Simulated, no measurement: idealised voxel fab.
The process module presented herein is designated voxel wiring stack.
Square cells of 5 nm make up the cross-section cut, whose width is 160 nm.
Cross-section = grid of square cells, listed top down in bands; band = one or more rows. What a band's entry tells you: where the top is and where the bottom is, as heights in nm, and after that what lies inside, material by material from left to right, each with its width in nm. Empty space is written as the word "empty", and a single material marked with the word "full width" occupies the band from edge to edge. We count height from 0. Below that, the starting wafer is all one material. The lowest band never ends at the bottom but goes on down; see "0 and below" for how that is written. Graded width ("30..40"): value in top row of band = first number; value in bottom row = second number; row-to-row change constant. No cell of the cross-section changed in a step that is given as "remained the same". So "Trapped cavities" is basically the list of trapped voids: any empty space of 8 cells or more that can't reach the top through an opening. They're written width x height at distance, the distance being from the left edge, and it's all nm. Heads up: the bit after the settings on a step's line is the simulator's remark on that step. For masked steps, "overlay nm" on the step line gives how far right of plan the mask actually lay; a minus sign means it lay to the left.
### Process steps - plan
step 1: RECEIVE [material Si]
step 2: CONFORMAL_DEP [material SiO2] [thk nm 10]
step 3: DIRECTIONAL_DEP [material TiN] [thk nm 5]
step 4: DIRECTIONAL_DEP [material W] [thk nm 15]
step 5: PATTERN [tone cover] [mask id METAL_1] [material resist] [width nm 20] [pitch nm 35] [thk nm 15] [overlay nm 0]
step 6: DIRECTIONAL_ETCH [etch materials W] [depth nm 15]
step 7: DIRECTIONAL_ETCH [etch materials TiN] [depth nm 5]
step 8: STRIP [etch materials resist]
step 9: CONFORMAL_DEP [material SiCN] [thk nm 5]
step 10: FILL_DEP [material lowk] [thk nm 5]
step 11: CMP [height nm 30]
step 12: CONFORMAL_DEP [material SiCN] [thk nm 5]
step 13: DIRECTIONAL_DEP [material lowk] [thk nm 35]
step 14: DIRECTIONAL_DEP [material aC] [thk nm 10]
step 15: PATTERN [tone open] [mask id METAL_2] [material resist] [width nm 20] [pitch nm 35] [thk nm 30] [overlay nm 0]
step 16: DIRECTIONAL_ETCH [etch materials aC] [depth nm 10]
step 17: STRIP [etch materials resist]
step 18: DIRECTIONAL_ETCH [etch materials lowk] [depth nm 20]
step 19: STRIP [etch materials aC]
step 20: DIRECTIONAL_DEP [material aC] [thk nm 10]
step 21: PATTERN [tone open] [mask id METAL_2_HOLES] [material resist] [width nm 15] [thk nm 30] [overlay nm 0]
step 22: DIRECTIONAL_ETCH [etch materials aC] [depth nm 10]
step 23: STRIP [etch materials resist]
step 24: DIRECTIONAL_ETCH [etch materials lowk] [depth nm 15]
step 25: DIRECTIONAL_ETCH [etch materials SiCN] [depth nm 5]
step 26: STRIP [etch materials aC]
step 27: CONFORMAL_DEP [material TiN] [thk nm 5]
step 28: FILL_DEP [material Cu] [thk nm 10]
step 29: CMP [height nm 70]
step 30: CONFORMAL_DEP [material SiCN] [thk nm 5]
step 31: DIRECTIONAL_DEP [material SiO2] [thk nm 25]
step 32: DIRECTIONAL_DEP [material aC] [thk nm 10]
step 33: PATTERN [tone open] [mask id METAL_3_HOLES] [material resist] [width nm 15] [pitch nm 35] [thk nm 30] [overlay nm 0]
step 34: DIRECTIONAL_ETCH [etch materials aC] [depth nm 10]
step 35: STRIP [etch materials resist]
step 36: DIRECTIONAL_ETCH [etch materials SiO2] [depth nm 25]
step 37: STRIP [etch materials aC]
step 38: PATTERN [tone open] [mask id METAL_3] [material resist] [width nm 20] [pitch nm 35] [thk nm 15] [overlay nm 0]
step 39: DIRECTIONAL_ETCH [etch materials SiO2] [depth nm 15]
step 40: DIRECTIONAL_ETCH [etch materials SiCN] [depth nm 5]
step 41: STRIP [etch materials resist]
step 42: CONFORMAL_DEP [material TiN] [thk nm 5]
step 43: FILL_DEP [material Ru] [thk nm 5]
step 44: CMP [height nm 100]
step 45: CONFORMAL_DEP [material SiCN] [thk nm 5]
### Incoming wafer in cross-section (state: after step 1)
> 0 and below: Si full width
> Trapped cavities: none
### Below is the wafer in cross-section after the module was completed. It began from the starting point shown above and followed the plan shown above, except that one mistake was made while running it
> 105 down to 100: SiCN full width
> 100 down to 90: SiO2 (50) / TiN (5) / Ru (10) / TiN (5) / SiO2 (15) / TiN (5) / Ru (10) / TiN (5) / SiO2 (55)
> 90 down to 85: SiO2 (50) / TiN (5) / Ru (5) / TiN (10) / SiO2 (15) / TiN (5) / Ru (5) / TiN (10) / SiO2 (55)
> 85 down to 75: SiO2 (50) / TiN (5) / Ru (5) / TiN (5) / SiO2 (20) / TiN (5) / Ru (5) / TiN (5) / SiO2 (60)
> 75 down to 70: SiCN (50) / TiN (15) / SiCN (20) / TiN (15) / SiCN (60)
> 70 down to 60: lowk (40) / TiN (5) / Cu (20) / TiN (5) / lowk (15) / TiN (5) / Cu (10) / TiN (5) / lowk (55)
> 60 down to 55: lowk (40) / TiN (15) / Cu (10) / TiN (5) / lowk (15) / TiN (5) / Cu (10) / TiN (5) / lowk (55)
> 55 down to 50: lowk (50) / TiN (20) / lowk (15) / TiN (20) / lowk (55)
> 50 down to 35: lowk (50) / TiN (5) / lowk (105)
> 35 down to 30: SiCN (50) / TiN (5) / SiCN (105)
> 30 down to 15: lowk (45) / SiCN (5) / W (20) / SiCN (5) / lowk (5) / SiCN (5) / W (20) / SiCN (5) / lowk (50)
> 15 down to 10: SiCN (50) / TiN (20) / SiCN (15) / TiN (20) / SiCN (55)
> 10 down to 0: SiO2 full width
> 0 and below: Si full width
> Trapped cavities: none
Run error: step 21 ran as: PATTERN [tone open] [mask id METAL_2_HOLES] [material resist] [width nm 15] [thk nm 30] [overlay nm -10]
